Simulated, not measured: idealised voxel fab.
process module | voxel transistor to metal
cross-section cut | 275 nm wide | cells 5 nm
A cross-section is a grid of square cells, given in bands from the top down. A band is one or more rows of cells.
Each band's line starts with the height of the band's top and of its bottom, in nm. Then come its materials from left to right, each with its width in nm. One material with "throughout" fills the band from edge to edge. "air" is empty space.
Height 0 is the level under which the wafer as received is all one material. The lowest band goes on downwards, as in "0 down".
A width such as "30 to 40" changes by the same amount from each row of cells to the next, from the band's top row to its bottom row.
"no change" after a step means that no cell of the cross-section changed.
closed voids: empty space of 8 cells or more with no open way to the top, each as width x height at its distance from the left edge, in nm
after a step's settings: what the simulator itself notes on the step
overlay nm, on a step with a mask: how far to the right of its planned place the mask lay; to the left if negative
plan
1 op RECEIVE | material Si
2 op OXIDIZE | depth nm 5
3 op CONFORMAL_DEP | material SiN | thk nm 15
4 op PATTERN | tone cover | mask id ACTIVE | material resist | width nm 100 | pitch nm 125 | thk nm 15 | overlay nm 0
5 op DIRECTIONAL_ETCH | etch materials SiN | depth nm 15
6 op DIRECTIONAL_ETCH | etch materials SiO2 | depth nm 5
7 op DIRECTIONAL_ETCH | etch materials Si | depth nm 35
8 op STRIP | etch materials resist
9 op FILL_DEP | material SiO2 | thk nm 10
10 op CMP | height nm 15
11 op SELECTIVE_ETCH | etch materials SiO2 | depth nm 10
12 op STRIP | etch materials SiN
13 op SELECTIVE_ETCH | etch materials SiO2 | depth nm 5
14 op OXIDIZE | depth nm 5
15 op DIRECTIONAL_DEP | material polySi | thk nm 30
16 op DIRECTIONAL_DEP | material SiCN | thk nm 10
17 op PATTERN | tone cover | mask id GATE | material resist | width nm 20 | pitch nm 125 | thk nm 15 | overlay nm 0
18 op DIRECTIONAL_ETCH | etch materials SiCN | depth nm 20
19 op DIRECTIONAL_ETCH | etch materials polySi | depth nm 40
20 op STRIP | etch materials resist
21 op CONFORMAL_DEP | material SiO2 | thk nm 5
22 op DIRECTIONAL_ETCH | etch materials SiO2 | depth nm 5
23 op CONFORMAL_DEP | material SiN | thk nm 10
24 op DIRECTIONAL_ETCH | etch materials SiN | depth nm 10
25 op DIRECTIONAL_ETCH | etch materials SiO2 | depth nm 5
26 op EPI | material pSi | thk nm 5
27 op FILL_DEP | material SiO2 | thk nm 5
28 op CMP | height nm 35
29 op DIRECTIONAL_DEP | material SiO2 | thk nm 15
30 op PATTERN | tone open | mask id CONTACT | material resist | width nm 15 | thk nm 20 | overlay nm 0
31 op DIRECTIONAL_ETCH | etch materials SiO2 | depth nm 55
32 op STRIP | etch materials resist
33 op CONFORMAL_DEP | material TiN | thk nm 5
34 op FILL_DEP | material Ru | thk nm 10
35 op CMP | height nm 50
36 op CONFORMAL_DEP | material SiN | thk nm 5
37 op DIRECTIONAL_DEP | material SiO2 | thk nm 15
38 op MASKED_ETCH | tone open | mask id METAL_1 | width nm 15 | etch materials SiO2 | depth nm 15 | overlay nm 0
39 op MASKED_ETCH | tone open | mask id METAL_1 | width nm 15 | etch materials SiN | depth nm 5 | overlay nm 0
40 op CONFORMAL_DEP | material TiN | thk nm 5
41 op FILL_DEP | material Cu | thk nm 10
42 op CMP | height nm 70
43 op EPI | material Ru | thk nm 5
44 op FILL_DEP | material SiCN | thk nm 5
45 op DIRECTIONAL_DEP | material lowk | thk nm 35
46 op DIRECTIONAL_DEP | material aC | thk nm 15
47 op PATTERN | tone open | mask id METAL_2 | material resist | width nm 15 | pitch nm 125 | thk nm 35 | overlay nm 0
48 op DIRECTIONAL_ETCH | etch materials aC | depth nm 15
49 op STRIP | etch materials resist
50 op DIRECTIONAL_ETCH | etch materials lowk | depth nm 20
51 op STRIP | etch materials aC
52 op PATTERN | tone open | mask id METAL_2_HOLES | material resist | width nm 15 | pitch nm 125 | thk nm 15 | overlay nm 0
53 op DIRECTIONAL_ETCH | etch materials lowk | depth nm 15
54 op DIRECTIONAL_ETCH | etch materials SiCN | depth nm 5
55 op STRIP | etch materials resist
56 op CONFORMAL_DEP | material TiN | thk nm 5
57 op FILL_DEP | material Cu | thk nm 5
58 op CMP | height nm 115
59 op CONFORMAL_DEP | material SiN | thk nm 5
varied across the wafers: width nm of step 38. The plan shows the first wafer's value. All wafers start alike
first wafer as received, after step 1
  0 down: Si throughout
  closed voids: none
each wafer at the end: cells of each material gained (+) or lost (-) since it was received, then its closed voids
width nm 15 | +26 Cu | +56 Ru | -200 Si | +100 SiCN | +170 SiN | +603 SiO2 | +162 TiN | +343 lowk | +12 pSi | +48 polySi | closed voids: none
width nm 20 | +34 Cu | +60 Ru | -200 Si | +96 SiCN | +170 SiN | +591 SiO2 | +166 TiN | +343 lowk | +12 pSi | +48 polySi | closed voids: none
width nm 25 | +42 Cu | +64 Ru | -200 Si | +92 SiCN | +170 SiN | +579 SiO2 | +170 TiN | +343 lowk | +12 pSi | +48 polySi | closed voids: none
width nm 30 | +50 Cu | +68 Ru | -200 Si | +88 SiCN | +170 SiN | +567 SiO2 | +174 TiN | +343 lowk | +12 pSi | +48 polySi | closed voids: none
